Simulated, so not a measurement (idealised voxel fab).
The process module that follows is named voxel capacitor over wiring.
270 nm wide, 5 nm square cells: that's cross-section cut.
Format of a cross-section: grid, square cells. Given as bands. Order: top down. Band: one or more rows of cells. Band: top height; bottom height; in nm. Then, left to right: material with width in nm, for each material. "edge to edge": a single material spanning edge to edge. "air": empty space. Counting heights begins at 0, where everything beneath is, in the wafer as received, one material. The lowest band has no bottom; it goes on downwards, as "0..down" shows. The notation "30 to 40" denotes a width that varies across the rows of cells in the band, beginning at the first number in the top row, finishing at the second number in the bottom row, and changing by an identical amount from each row to the next. Key: "no alteration" - step with no changed cell in the cross-section. In "Enclosed cavity list" the enclosed voids are listed, meaning empty spaces of 8 cells or larger without any opening to the top. The form is width x height at distance, distance from the left edge, units nm. Where a step's line continues beyond its settings, the continuation is a remark by the simulator itself on that step. "overlay nm" answers the question of how far to the right of plan the mask lay on a step that has a mask, and when it is negative the answer is to the left. Read the rest as pairs. Take the cross-section before one process step, then the cross-section after it, which shows only down to the lowest band that changed. Under the pair, find the step between them and its settings. Bear in mind that pairs may come from different runs of this module on the same starting wafer: link a pair to the pair above it only where its entry headed "Pre-step profile" says to.
**Pre-step profile**
0..down | Si edge to edge
Enclosed cavity list: none
**Sectional View, Post-Process**
15..0 | SiO2 edge to edge
Everything under 0 stays put, no change at all.
Enclosed cavity list: none
Which operation links the two cross-sections above? CONFORMAL_DEP: material SiO2, thk nm 15
Pre-step profile: see preceding pair, after cross-section.
**Sectional View, Post-Process**
20..15 | SiN edge to edge
Everything under 15 stays put, no change at all.
Enclosed cavity list: none
Which operation links the two cross-sections above? CONFORMAL_DEP: material SiN, thk nm 5
Pre-step profile: see preceding pair, after cross-section.
**Sectional View, Post-Process**
40..20 | SiO2 edge to edge
Everything under 20 stays put, no change at all.
Enclosed cavity list: none
Which operation links the two cross-sections above? DIRECTIONAL_DEP: material SiO2, thk nm 20
Pre-step profile: see preceding pair, after cross-section.
**Sectional View, Post-Process**
60..40 | 75 of resist | 30 of air | 60 of resist | 30 of air | 75 of resist
Everything under 40 stays put, no change at all.
Enclosed cavity list: none
Which operation links the two cross-sections above? PATTERN: tone open, mask id METAL_1, material resist, width nm 30, pitch nm 90, thk nm 20, overlay nm 0
Pre-step profile: see preceding pair, after cross-section.
**Sectional View, Post-Process**
60..40 | 75 of resist | 30 of air | 60 of resist | 30 of air | 75 of resist
40..20 | 75 of SiO2 | 30 of air | 60 of SiO2 | 30 of air | 75 of SiO2
Everything under 20 stays put, no change at all.
Enclosed cavity list: none
Which operation links the two cross-sections above? DIRECTIONAL_ETCH: etch materials SiO2, depth nm 20
Pre-step profile: see preceding pair, after cross-section.
**Sectional View, Post-Process**
60..40 | 75 of resist | 30 of air | 60 of resist | 30 of air | 75 of resist
40..20 | 75 of SiO2 | 30 of air | 60 of SiO2 | 30 of air | 75 of SiO2
20..15 | 75 of SiN | 30 of air | 60 of SiN | 30 of air | 75 of SiN
Everything under 15 stays put, no change at all.
Enclosed cavity list: none
Which operation links the two cross-sections above? DIRECTIONAL_ETCH: etch materials SiN, depth nm 5
Pre-step profile: see preceding pair, after cross-section.
**Sectional View, Post-Process**
40..20 | 75 of SiO2 | 30 of air | 60 of SiO2 | 30 of air | 75 of SiO2
Everything under 20 stays put, no change at all.
Enclosed cavity list: none
Which operation links the two cross-sections above? STRIP: etch materials resist
Pre-step profile: see preceding pair, after cross-section.
**Sectional View, Post-Process**
45..40 | 80 of TiN | 20 of air | 70 of TiN | 20 of air | 80 of TiN
40..20 | 75 of SiO2 | 5 of TiN | 20 of air | 5 of TiN | 60 of SiO2 | 5 of TiN | 20 of air | 5 of TiN | 75 of SiO2
20..15 | 75 of SiN | 30 of TiN | 60 of SiN | 30 of TiN | 75 of SiN
Everything under 15 stays put, no change at all.
Enclosed cavity list: none
Which operation links the two cross-sections above? CONFORMAL_DEP: material TiN, thk nm 5
Pre-step profile: see preceding pair, after cross-section.
**Sectional View, Post-Process**
55..45 | Ru edge to edge
45..40 | 80 of TiN | 20 of Ru | 70 of TiN | 20 of Ru | 80 of TiN
40..20 | 75 of SiO2 | 5 of TiN | 20 of Ru | 5 of TiN | 60 of SiO2 | 5 of TiN | 20 of Ru | 5 of TiN | 75 of SiO2
Everything under 20 stays put, no change at all.
Enclosed cavity list: none
Which operation links the two cross-sections above? FILL_DEP: material Ru, thk nm 10
Pre-step profile: see preceding pair, after cross-section.
**Sectional View, Post-Process**
40..20 | 75 of SiO2 | 5 of TiN | 20 of Ru | 5 of TiN | 60 of SiO2 | 5 of TiN | 20 of Ru | 5 of TiN | 75 of SiO2
Everything under 20 stays put, no change at all.
Enclosed cavity list: none
Which operation links the two cross-sections above? CMP: height nm 40
Pre-step profile: see preceding pair, after cross-section.
**Sectional View, Post-Process**
45..40 | 70 of air | 40 of Ru | 50 of air | 40 of Ru | 70 of air
Everything under 40 stays put, no change at all.
Enclosed cavity list: none
Which operation links the two cross-sections above? EPI: material Ru, thk nm 5
Pre-step profile: see preceding pair, after cross-section.
**Sectional View, Post-Process**
50..45 | SiCN edge to edge
45..40 | 70 of SiCN | 40 of Ru | 50 of SiCN | 40 of Ru | 70 of SiCN
Everything under 40 stays put, no change at all.
Enclosed cavity list: none
Which operation links the two cross-sections above? FILL_DEP: material SiCN, thk nm 5
Pre-step profile: see preceding pair, after cross-section.
**Sectional View, Post-Process**
65..50 | lowk edge to edge
Everything under 50 stays put, no change at all.
Enclosed cavity list: none
Which operation links the two cross-sections above? DIRECTIONAL_DEP: material lowk, thk nm 15
Pre-step profile: see preceding pair, after cross-section.
**Sectional View, Post-Process**
75..65 | aC edge to edge
Everything under 65 stays put, no change at all.
Enclosed cavity list: none
Which operation links the two cross-sections above? DIRECTIONAL_DEP: material aC, thk nm 10
Pre-step profile: see preceding pair, after cross-section.
**Sectional View, Post-Process**
100..75 | 90 of resist | 15 of air | 165 of resist
Everything under 75 stays put, no change at all.
Enclosed cavity list: none
Which operation links the two cross-sections above? PATTERN: tone open, mask id PLUG_1, material resist, width nm 15, thk nm 25, overlay nm 0
Pre-step profile: see preceding pair, after cross-section.
**Sectional View, Post-Process**
90..75 | 90 of resist | 15 of air | 165 of resist
75..65 | 90 of aC | 15 of air | 165 of aC
Everything under 65 stays put, no change at all.
Enclosed cavity list: none
Which operation links the two cross-sections above? DIRECTIONAL_ETCH: etch materials aC, depth nm 10
Pre-step profile: see preceding pair, after cross-section.
**Sectional View, Post-Process**
75..65 | 90 of aC | 15 of air | 165 of aC
Everything under 65 stays put, no change at all.
Enclosed cavity list: none
Which operation links the two cross-sections above? STRIP: etch materials resist
Pre-step profile: see preceding pair, after cross-section.
**Sectional View, Post-Process**
75..65 | 90 of aC | 15 of air | 165 of aC
65..50 | 90 of lowk | 15 of air | 165 of lowk
Everything under 50 stays put, no change at all.
Enclosed cavity list: none
Which operation links the two cross-sections above? DIRECTIONAL_ETCH: etch materials lowk, depth nm 15
Pre-step profile: see preceding pair, after cross-section.
**Sectional View, Post-Process**
75..65 | 90 of aC | 15 of air | 165 of aC
65..50 | 90 of lowk | 15 of air | 165 of lowk
50..45 | 90 of SiCN | 15 of air | 165 of SiCN
Everything under 45 stays put, no change at all.
Enclosed cavity list: none
Which operation links the two cross-sections above? DIRECTIONAL_ETCH: etch materials SiCN, depth nm 5
Pre-step profile: see preceding pair, after cross-section.
**Sectional View, Post-Process**
65..50 | 90 of lowk | 15 of air | 165 of lowk
Everything under 50 stays put, no change at all.
Enclosed cavity list: none
Which operation links the two cross-sections above? STRIP: etch materials aC
Pre-step profile: see preceding pair, after cross-section.
**Sectional View, Post-Process**
70..65 | 95 of TiN | 5 of air | 170 of TiN
65..50 | 90 of lowk | 5 of TiN | 5 of air | 5 of TiN | 165 of lowk
50..45 | 90 of SiCN | 15 of TiN | 165 of SiCN
Everything under 45 stays put, no change at all.
Enclosed cavity list: none
Which operation links the two cross-sections above? CONFORMAL_DEP: material TiN, thk nm 5
Pre-step profile: see preceding pair, after cross-section.
**Sectional View, Post-Process**
75..70 | Cu edge to edge
70..65 | 95 of TiN | 5 of Cu | 170 of TiN
65..50 | 90 of lowk | 5 of TiN | 5 of Cu | 5 of TiN | 165 of lowk
Everything under 50 stays put, no change at all.
Enclosed cavity list: none
Which operation links the two cross-sections above? FILL_DEP: material Cu, thk nm 5
Pre-step profile: see preceding pair, after cross-section.
**Sectional View, Post-Process**
65..50 | 90 of lowk | 5 of TiN | 5 of Cu | 5 of TiN | 165 of lowk
Everything under 50 stays put, no change at all.
Enclosed cavity list: none
Which operation links the two cross-sections above? CMP: height nm 65
Pre-step profile: see preceding pair, after cross-section.
**Sectional View, Post-Process**
70..65 | TiN edge to edge
Everything under 65 stays put, no change at all.
Enclosed cavity list: none
Which operation links the two cross-sections above? DIRECTIONAL_DEP: material TiN, thk nm 5
Pre-step profile: see preceding pair, after cross-section.
**Sectional View, Post-Process**
75..70 | Al2O3 edge to edge
Everything under 70 stays put, no change at all.
Enclosed cavity list: none
Which operation links the two cross-sections above? DIRECTIONAL_DEP: material Al2O3, thk nm 5
Pre-step profile: see preceding pair, after cross-section.
**Sectional View, Post-Process**
85..75 | TiN edge to edge
Everything under 75 stays put, no change at all.
Enclosed cavity list: none
Which operation links the two cross-sections above? DIRECTIONAL_DEP: material TiN, thk nm 10
Pre-step profile: see preceding pair, after cross-section.
**Sectional View, Post-Process**
100..85 | aC edge to edge
Everything under 85 stays put, no change at all.
Enclosed cavity list: none
Which operation links the two cross-sections above? DIRECTIONAL_DEP: material aC, thk nm 15
Pre-step profile: see preceding pair, after cross-section.
**Sectional View, Post-Process**
135..100 | 90 of air | 65 of resist | 115 of air
Everything under 100 stays put, no change at all.
Enclosed cavity list: none
Which operation links the two cross-sections above? PATTERN: tone cover, mask id UPPER_PLATE, material resist, width nm 65, thk nm 35, overlay nm 0
Pre-step profile: see preceding pair, after cross-section.
**Sectional View, Post-Process**
120..100 | 90 of air | 65 of resist | 115 of air
100..85 | 90 of air | 65 of aC | 115 of air
Everything under 85 stays put, no change at all.
Enclosed cavity list: none
Which operation links the two cross-sections above? DIRECTIONAL_ETCH: etch materials aC, depth nm 15
Pre-step profile: see preceding pair, after cross-section.
**Sectional View, Post-Process**
100..85 | 90 of air | 65 of aC | 115 of air
Everything under 85 stays put, no change at all.
Enclosed cavity list: none
Which operation links the two cross-sections above? STRIP: etch materials resist
Pre-step profile: see preceding pair, after cross-section.
**Sectional View, Post-Process**
100..85 | 90 of air | 65 of aC | 115 of air
85..75 | 90 of air | 65 of TiN | 115 of air
Everything under 75 stays put, no change at all.
Enclosed cavity list: none
Which operation links the two cross-sections above? DIRECTIONAL_ETCH: etch materials TiN, depth nm 10
Pre-step profile: see preceding pair, after cross-section.
**Sectional View, Post-Process**
100..85 | 90 of air | 65 of aC | 115 of air
85..75 | 90 of air | 65 of TiN | 115 of air
75..70 | 90 of air | 65 of Al2O3 | 115 of air
Everything under 70 stays put, no change at all.
Enclosed cavity list: none
Which operation links the two cross-sections above? DIRECTIONAL_ETCH: etch materials Al2O3, depth nm 5
Pre-step profile: see preceding pair, after cross-section.
**Sectional View, Post-Process**
85..75 | 90 of air | 65 of TiN | 115 of air
Everything under 75 stays put, no change at all.
Enclosed cavity list: none
Which operation links the two cross-sections above? STRIP: etch materials aC
Pre-step profile: see preceding pair, after cross-section.
**Sectional View, Post-Process**
105..85 | 85 of air | 75 of resist | 110 of air
85..75 | 85 of air | 5 of resist | 65 of TiN | 5 of resist | 110 of air
75..70 | 85 of air | 5 of resist | 65 of Al2O3 | 5 of resist | 110 of air
Everything under 70 stays put, no change at all.
Enclosed cavity list: none
Which operation links the two cross-sections above? PATTERN: tone cover, mask id LOWER_PLATE, material resist, width nm 75, thk nm 20, overlay nm 0
Pre-step profile: see preceding pair, after cross-section.
**Sectional View, Post-Process**
105..85 | 85 of air | 75 of resist | 110 of air
85..75 | 85 of air | 5 of resist | 65 of TiN | 5 of resist | 110 of air
75..70 | 85 of air | 5 of resist | 65 of Al2O3 | 5 of resist | 110 of air
70..65 | 85 of air | 75 of TiN | 110 of air
Everything under 65 stays put, no change at all.
Enclosed cavity list: none
Which operation links the two cross-sections above? DIRECTIONAL_ETCH: etch materials TiN, depth nm 5
Pre-step profile: see preceding pair, after cross-section.
**Sectional View, Post-Process**
85..75 | 90 of air | 65 of TiN | 115 of air
75..70 | 90 of air | 65 of Al2O3 | 115 of air
Everything under 70 stays put, no change at all.
Enclosed cavity list: none
Which operation links the two cross-sections above? STRIP: etch materials resist
Pre-step profile: see preceding pair, after cross-section.
**Sectional View, Post-Process**
100..85 | SiO2 edge to edge
85..75 | 90 of SiO2 | 65 of TiN | 115 of SiO2
75..70 | 90 of SiO2 | 65 of Al2O3 | 115 of SiO2
70..65 | 85 of SiO2 | 75 of TiN | 110 of SiO2
Everything under 65 stays put, no change at all.
Enclosed cavity list: none
Which operation links the two cross-sections above? FILL_DEP: material SiO2, thk nm 15
Pre-step profile: see preceding pair, after cross-section.
**Sectional View, Post-Process**
95..85 | SiO2 edge to edge
Everything under 85 stays put, no change at all.
Enclosed cavity list: none
Which operation links the two cross-sections above? CMP: height nm 95
Pre-step profile: see preceding pair, after cross-section.
**Sectional View, Post-Process**
95..85 | 100 of SiO2 | 15 of air | 155 of SiO2
Everything under 85 stays put, no change at all.
Enclosed cavity list: none
Which operation links the two cross-sections above? MASKED_ETCH: tone open, mask id PLUG_2, width nm 15, etch materials SiO2, depth nm 10, overlay nm 0
Pre-step profile: see preceding pair, after cross-section.
**Sectional View, Post-Process**
100..95 | 105 of TiN | 5 of air | 160 of TiN
95..90 | 100 of SiO2 | 5 of TiN | 5 of air | 5 of TiN | 155 of SiO2
90..85 | 100 of SiO2 | 15 of TiN | 155 of SiO2
Everything under 85 stays put, no change at all.
Enclosed cavity list: none
Which operation links the two cross-sections above? CONFORMAL_DEP: material TiN, thk nm 5
Pre-step profile: see preceding pair, after cross-section.
**Sectional View, Post-Process**
110..100 | Cu edge to edge
100..95 | 105 of TiN | 5 of Cu | 160 of TiN
95..90 | 100 of SiO2 | 5 of TiN | 5 of Cu | 5 of TiN | 155 of SiO2
Everything under 90 stays put, no change at all.
Enclosed cavity list: none
Which operation links the two cross-sections above? FILL_DEP: material Cu, thk nm 10
Pre-step profile: see preceding pair, after cross-section.
**Sectional View, Post-Process**
95..90 | 100 of SiO2 | 5 of TiN | 5 of Cu | 5 of TiN | 155 of SiO2
Everything under 90 stays put, no change at all.
Enclosed cavity list: none
Which operation links the two cross-sections above? CMP: height nm 95
Pre-step profile: see preceding pair, after cross-section.
**Sectional View, Post-Process**
100..95 | SiCN edge to edge
Everything under 95 stays put, no change at all.
Enclosed cavity list: none
Which operation links the two cross-sections above? CONFORMAL_DEP: material SiCN, thk nm 5
**Pre-step profile**
45..40 | 70 of air | 40 of Ru | 50 of air | 40 of Ru | 70 of air
40..20 | 75 of SiO2 | 5 of TiN | 20 of Ru | 5 of TiN | 60 of SiO2 | 5 of TiN | 20 of Ru | 5 of TiN | 75 of SiO2
20..15 | 75 of SiN | 30 of TiN | 60 of SiN | 30 of TiN | 75 of SiN
15..0 | SiO2 edge to edge
0..down | Si edge to edge
Enclosed cavity list: none
**Sectional View, Post-Process**
60..55 | 70 of air | 40 of lowk | 50 of air | 40 of lowk | 70 of air
55..45 | lowk edge to edge
45..40 | 70 of lowk | 40 of Ru | 50 of lowk | 40 of Ru | 70 of lowk
Everything under 40 stays put, no change at all.
Enclosed cavity list: none
Which operation links the two cross-sections above? DIRECTIONAL_DEP: material lowk, thk nm 15
Pre-step profile: see preceding pair, after cross-section.
**Sectional View, Post-Process**
70..65 | 70 of air | 40 of aC | 50 of air | 40 of aC | 70 of air
65..60 | aC edge to edge
60..55 | 70 of aC | 40 of lowk | 50 of aC | 40 of lowk | 70 of aC
Everything under 55 stays put, no change at all.
Enclosed cavity list: none
Which operation links the two cross-sections above? DIRECTIONAL_DEP: material aC, thk nm 10
Pre-step profile: see preceding pair, after cross-section.
**Sectional View, Post-Process**
95..70 | 90 of resist | 15 of air | 165 of resist
70..65 | 70 of resist | 40 of aC | 50 of resist | 40 of aC | 70 of resist
Everything under 65 stays put, no change at all.
Enclosed cavity list: none
Which operation links the two cross-sections above? PATTERN: tone open, mask id PLUG_1, material resist, width nm 15, thk nm 25, overlay nm 0
Pre-step profile: see preceding pair, after cross-section.
**Sectional View, Post-Process**
85..70 | 90 of resist | 15 of air | 165 of resist
70..65 | 70 of resist | 20 of aC | 15 of air | 5 of aC | 50 of resist | 40 of aC | 70 of resist
65..60 | 90 of aC | 15 of air | 165 of aC
Everything under 60 stays put, no change at all.
Enclosed cavity list: none
Which operation links the two cross-sections above? DIRECTIONAL_ETCH: etch materials aC, depth nm 10
Pre-step profile: see preceding pair, after cross-section.
**Sectional View, Post-Process**
70..65 | 70 of air | 20 of aC | 15 of air | 5 of aC | 50 of air | 40 of aC | 70 of air
Everything under 65 stays put, no change at all.
Enclosed cavity list: none
Which operation links the two cross-sections above? STRIP: etch materials resist
Pre-step profile: see preceding pair, after cross-section.
**Sectional View, Post-Process**
70..65 | 70 of air | 20 of aC | 15 of air | 5 of aC | 50 of air | 40 of aC | 70 of air
65..60 | 90 of aC | 15 of air | 165 of aC
60..55 | 70 of aC | 20 of lowk | 15 of air | 5 of lowk | 50 of aC | 40 of lowk | 70 of aC
55..45 | 90 of lowk | 15 of air | 165 of lowk
Everything under 45 stays put, no change at all.
Enclosed cavity list: none
Which operation links the two cross-sections above? DIRECTIONAL_ETCH: etch materials lowk, depth nm 15
Pre-step profile: see preceding pair, after cross-section.
**Sectional View, Post-Process**
60..55 | 70 of air | 20 of lowk | 15 of air | 5 of lowk | 50 of air | 40 of lowk | 70 of air
Everything under 55 stays put, no change at all.
Enclosed cavity list: none
Which operation links the two cross-sections above? STRIP: etch materials aC
Pre-step profile: see preceding pair, after cross-section.
**Sectional View, Post-Process**
65..60 | 65 of air | 30 of TiN | 5 of air | 15 of TiN | 40 of air | 50 of TiN | 65 of air
60..55 | 70 of TiN | 20 of lowk | 5 of TiN | 5 of air | 5 of TiN | 5 of lowk | 50 of TiN | 40 of lowk | 70 of TiN
55..50 | 90 of lowk | 5 of TiN | 5 of air | 5 of TiN | 165 of lowk
50..45 | 90 of lowk | 15 of TiN | 165 of lowk
Everything under 45 stays put, no change at all.
Enclosed cavity list: none
Which operation links the two cross-sections above? CONFORMAL_DEP: material TiN, thk nm 5
Pre-step profile: see preceding pair, after cross-section.
**Sectional View, Post-Process**
70..65 | Cu edge to edge
65..60 | 65 of Cu | 30 of TiN | 5 of Cu | 15 of TiN | 40 of Cu | 50 of TiN | 65 of Cu
60..55 | 70 of TiN | 20 of lowk | 5 of TiN | 5 of Cu | 5 of TiN | 5 of lowk | 50 of TiN | 40 of lowk | 70 of TiN
55..50 | 90 of lowk | 5 of TiN | 5 of Cu | 5 of TiN | 165 of lowk
Everything under 50 stays put, no change at all.
Enclosed cavity list: none
Which operation links the two cross-sections above? FILL_DEP: material Cu, thk nm 5
Pre-step profile: see preceding pair, after cross-section.
**Sectional View, Post-Process**
65..60 | 65 of Cu | 30 of TiN | 5 of Cu | 15 of TiN | 40 of Cu | 50 of TiN | 65 of Cu
Everything under 60 stays put, no change at all.
Enclosed cavity list: none
Which operation links the two cross-sections above? CMP: height nm 65
Pre-step profile: see preceding pair, after cross-section.
**Sectional View, Post-Process**
70..65 | TiN edge to edge
Everything under 65 stays put, no change at all.
Enclosed cavity list: none
Which operation links the two cross-sections above? DIRECTIONAL_DEP: material TiN, thk nm 5
Pre-step profile: see preceding pair, after cross-section.
**Sectional View, Post-Process**
75..70 | Al2O3 edge to edge
Everything under 70 stays put, no change at all.
Enclosed cavity list: none
Which operation links the two cross-sections above? DIRECTIONAL_DEP: material Al2O3, thk nm 5
Pre-step profile: see preceding pair, after cross-section.
**Sectional View, Post-Process**
85..75 | TiN edge to edge
Everything under 75 stays put, no change at all.
Enclosed cavity list: none
Which operation links the two cross-sections above? DIRECTIONAL_DEP: material TiN, thk nm 10
Pre-step profile: see preceding pair, after cross-section.
**Sectional View, Post-Process**
100..85 | aC edge to edge
Everything under 85 stays put, no change at all.
Enclosed cavity list: none
Which operation links the two cross-sections above? DIRECTIONAL_DEP: material aC, thk nm 15
Pre-step profile: see preceding pair, after cross-section.
**Sectional View, Post-Process**
135..100 | 90 of air | 65 of resist | 115 of air
Everything under 100 stays put, no change at all.
Enclosed cavity list: none
Which operation links the two cross-sections above? PATTERN: tone cover, mask id UPPER_PLATE, material resist, width nm 65, thk nm 35, overlay nm 0
Pre-step profile: see preceding pair, after cross-section.
**Sectional View, Post-Process**
120..100 | 90 of air | 65 of resist | 115 of air
100..85 | 90 of air | 65 of aC | 115 of air
Everything under 85 stays put, no change at all.
Enclosed cavity list: none
Which operation links the two cross-sections above? DIRECTIONAL_ETCH: etch materials aC, depth nm 15
Pre-step profile: see preceding pair, after cross-section.
**Sectional View, Post-Process**
100..85 | 90 of air | 65 of aC | 115 of air
Everything under 85 stays put, no change at all.
Enclosed cavity list: none
Which operation links the two cross-sections above? STRIP: etch materials resist
Pre-step profile: see preceding pair, after cross-section.
**Sectional View, Post-Process**
100..85 | 90 of air | 65 of aC | 115 of air
85..75 | 90 of air | 65 of TiN | 115 of air
Everything under 75 stays put, no change at all.
Enclosed cavity list: none
Which operation links the two cross-sections above? DIRECTIONAL_ETCH: etch materials TiN, depth nm 10
Pre-step profile: see preceding pair, after cross-section.
**Sectional View, Post-Process**
100..85 | 90 of air | 65 of aC | 115 of air
85..75 | 90 of air | 65 of TiN | 115 of air
75..70 | 90 of air | 65 of Al2O3 | 115 of air
Everything under 70 stays put, no change at all.
Enclosed cavity list: none
Which operation links the two cross-sections above? DIRECTIONAL_ETCH: etch materials Al2O3, depth nm 5
Pre-step profile: see preceding pair, after cross-section.
**Sectional View, Post-Process**
85..75 | 90 of air | 65 of TiN | 115 of air
Everything under 75 stays put, no change at all.
Enclosed cavity list: none
Which operation links the two cross-sections above? STRIP: etch materials aC
Pre-step profile: see preceding pair, after cross-section.
**Sectional View, Post-Process**
105..85 | 85 of air | 75 of resist | 110 of air
85..75 | 85 of air | 5 of resist | 65 of TiN | 5 of resist | 110 of air
75..70 | 85 of air | 5 of resist | 65 of Al2O3 | 5 of resist | 110 of air
Everything under 70 stays put, no change at all.
Enclosed cavity list: none
Which operation links the two cross-sections above? PATTERN: tone cover, mask id LOWER_PLATE, material resist, width nm 75, thk nm 20, overlay nm 0
Pre-step profile: see preceding pair, after cross-section.
**Sectional View, Post-Process**
105..85 | 85 of air | 75 of resist | 110 of air
85..75 | 85 of air | 5 of resist | 65 of TiN | 5 of resist | 110 of air
75..70 | 85 of air | 5 of resist | 65 of Al2O3 | 5 of resist | 110 of air
70..65 | 85 of air | 75 of TiN | 110 of air
Everything under 65 stays put, no change at all.
Enclosed cavity list: none
Which operation links the two cross-sections above? DIRECTIONAL_ETCH: etch materials TiN, depth nm 5
Pre-step profile: see preceding pair, after cross-section.
**Sectional View, Post-Process**
85..75 | 90 of air | 65 of TiN | 115 of air
75..70 | 90 of air | 65 of Al2O3 | 115 of air
Everything under 70 stays put, no change at all.
Enclosed cavity list: none
Which operation links the two cross-sections above? STRIP: etch materials resist
Pre-step profile: see preceding pair, after cross-section.
**Sectional View, Post-Process**
100..85 | SiO2 edge to edge
85..75 | 90 of SiO2 | 65 of TiN | 115 of SiO2
75..70 | 90 of SiO2 | 65 of Al2O3 | 115 of SiO2
70..65 | 85 of SiO2 | 75 of TiN | 110 of SiO2
Everything under 65 stays put, no change at all.
Enclosed cavity list: none
Which operation links the two cross-sections above? FILL_DEP: material SiO2, thk nm 15
Pre-step profile: see preceding pair, after cross-section.
**Sectional View, Post-Process**
95..85 | SiO2 edge to edge
Everything under 85 stays put, no change at all.
Enclosed cavity list: none
Which operation links the two cross-sections above? CMP: height nm 95
Pre-step profile: see preceding pair, after cross-section.
**Sectional View, Post-Process**
95..85 | 100 of SiO2 | 15 of air | 155 of SiO2
Everything under 85 stays put, no change at all.
Enclosed cavity list: none
Which operation links the two cross-sections above? MASKED_ETCH: tone open, mask id PLUG_2, width nm 15, etch materials SiO2, depth nm 10, overlay nm 0
Pre-step profile: see preceding pair, after cross-section.
**Sectional View, Post-Process**
100..95 | 105 of TiN | 5 of air | 160 of TiN
95..90 | 100 of SiO2 | 5 of TiN | 5 of air | 5 of TiN | 155 of SiO2
90..85 | 100 of SiO2 | 15 of TiN | 155 of SiO2
Everything under 85 stays put, no change at all.
Enclosed cavity list: none
Which operation links the two cross-sections above? CONFORMAL_DEP: material TiN, thk nm 5
Pre-step profile: see preceding pair, after cross-section.
**Sectional View, Post-Process**
110..100 | Cu edge to edge
100..95 | 105 of TiN | 5 of Cu | 160 of TiN
95..90 | 100 of SiO2 | 5 of TiN | 5 of Cu | 5 of TiN | 155 of SiO2
Everything under 90 stays put, no change at all.
Enclosed cavity list: none
Which operation links the two cross-sections above? FILL_DEP: material Cu, thk nm 10
Pre-step profile: see preceding pair, after cross-section.
**Sectional View, Post-Process**
95..90 | 100 of SiO2 | 5 of TiN | 5 of Cu | 5 of TiN | 155 of SiO2
Everything under 90 stays put, no change at all.
Enclosed cavity list: none
Which operation links the two cross-sections above? CMP: height nm 95
Pre-step profile: see preceding pair, after cross-section.
**Sectional View, Post-Process**
100..95 | SiCN edge to edge
Everything under 95 stays put, no change at all.
Enclosed cavity list: none
Which operation links the two cross-sections above? CONFORMAL_DEP: material SiCN, thk nm 5
**Pre-step profile**
15..0 | SiO2 edge to edge
0..down | Si edge to edge
Enclosed cavity list: none
**Sectional View, Post-Process**
30..0 | SiO2 edge to edge
Everything under 0 stays put, no change at all.
Enclosed cavity list: none
Which operation links the two cross-sections above? CONFORMAL_DEP: material SiO2, thk nm 15
Pre-step profile: see preceding pair, after cross-section.
**Sectional View, Post-Process**
35..30 | SiN edge to edge
Everything under 30 stays put, no change at all.
Enclosed cavity list: none
Which operation links the two cross-sections above? CONFORMAL_DEP: material SiN, thk nm 5
Pre-step profile: see preceding pair, after cross-section.
**Sectional View, Post-Process**
55..35 | SiO2 edge to edge
Everything under 35 stays put, no change at all.
Enclosed cavity list: none
Which operation links the two cross-sections above? DIRECTIONAL_DEP: material SiO2, thk nm 20
Pre-step profile: see preceding pair, after cross-section.
**Sectional View, Post-Process**
75..55 | 75 of resist | 30 of air | 60 of resist | 30 of air | 75 of resist
Everything under 55 stays put, no change at all.
Enclosed cavity list: none
Which operation links the two cross-sections above? PATTERN: tone open, mask id METAL_1, material resist, width nm 30, pitch nm 90, thk nm 20, overlay nm 0
Pre-step profile: see preceding pair, after cross-section.
**Sectional View, Post-Process**
75..55 | 75 of resist | 30 of air | 60 of resist | 30 of air | 75 of resist
55..35 | 75 of SiO2 | 30 of air | 60 of SiO2 | 30 of air | 75 of SiO2
Everything under 35 stays put, no change at all.
Enclosed cavity list: none
Which operation links the two cross-sections above? DIRECTIONAL_ETCH: etch materials SiO2, depth nm 20
Pre-step profile: see preceding pair, after cross-section.
**Sectional View, Post-Process**
75..55 | 75 of resist | 30 of air | 60 of resist | 30 of air | 75 of resist
55..35 | 75 of SiO2 | 30 of air | 60 of SiO2 | 30 of air | 75 of SiO2
35..30 | 75 of SiN | 30 of air | 60 of SiN | 30 of air | 75 of SiN
Everything under 30 stays put, no change at all.
Enclosed cavity list: none
Which operation links the two cross-sections above? DIRECTIONAL_ETCH: etch materials SiN, depth nm 5
Pre-step profile: see preceding pair, after cross-section.
**Sectional View, Post-Process**
55..35 | 75 of SiO2 | 30 of air | 60 of SiO2 | 30 of air | 75 of SiO2
Everything under 35 stays put, no change at all.
Enclosed cavity list: none
Which operation links the two cross-sections above? STRIP: etch materials resist
Pre-step profile: see preceding pair, after cross-section.
**Sectional View, Post-Process**
60..55 | 80 of TiN | 20 of air | 70 of TiN | 20 of air | 80 of TiN
55..35 | 75 of SiO2 | 5 of TiN | 20 of air | 5 of TiN | 60 of SiO2 | 5 of TiN | 20 of air | 5 of TiN | 75 of SiO2
35..30 | 75 of SiN | 30 of TiN | 60 of SiN | 30 of TiN | 75 of SiN
Everything under 30 stays put, no change at all.
Enclosed cavity list: none
Which operation links the two cross-sections above? CONFORMAL_DEP: material TiN, thk nm 5
Pre-step profile: see preceding pair, after cross-section.
**Sectional View, Post-Process**
70..60 | Ru edge to edge
60..55 | 80 of TiN | 20 of Ru | 70 of TiN | 20 of Ru | 80 of TiN
55..35 | 75 of SiO2 | 5 of TiN | 20 of Ru | 5 of TiN | 60 of SiO2 | 5 of TiN | 20 of Ru | 5 of TiN | 75 of SiO2
Everything under 35 stays put, no change at all.
Enclosed cavity list: none
Which operation links the two cross-sections above? FILL_DEP: material Ru, thk nm 10
Pre-step profile: see preceding pair, after cross-section.
**Sectional View, Post-Process**
40..35 | 75 of SiO2 | 5 of TiN | 20 of Ru | 5 of TiN | 60 of SiO2 | 5 of TiN | 20 of Ru | 5 of TiN | 75 of SiO2
Everything under 35 stays put, no change at all.
Enclosed cavity list: none
Which operation links the two cross-sections above? CMP: height nm 40
Pre-step profile: see preceding pair, after cross-section.
**Sectional View, Post-Process**
45..40 | 70 of air | 40 of Ru | 50 of air | 40 of Ru | 70 of air
Everything under 40 stays put, no change at all.
Enclosed cavity list: none
Which operation links the two cross-sections above? EPI: material Ru, thk nm 5
Pre-step profile: see preceding pair, after cross-section.
**Sectional View, Post-Process**
50..45 | SiCN edge to edge
45..40 | 70 of SiCN | 40 of Ru | 50 of SiCN | 40 of Ru | 70 of SiCN
Everything under 40 stays put, no change at all.
Enclosed cavity list: none
Which operation links the two cross-sections above? FILL_DEP: material SiCN, thk nm 5
Pre-step profile: see preceding pair, after cross-section.
**Sectional View, Post-Process**
65..50 | lowk edge to edge
Everything under 50 stays put, no change at all.
Enclosed cavity list: none
Which operation links the two cross-sections above? DIRECTIONAL_DEP: material lowk, thk nm 15
Pre-step profile: see preceding pair, after cross-section.
**Sectional View, Post-Process**
75..65 | aC edge to edge
Everything under 65 stays put, no change at all.
Enclosed cavity list: none
Which operation links the two cross-sections above? DIRECTIONAL_DEP: material aC, thk nm 10
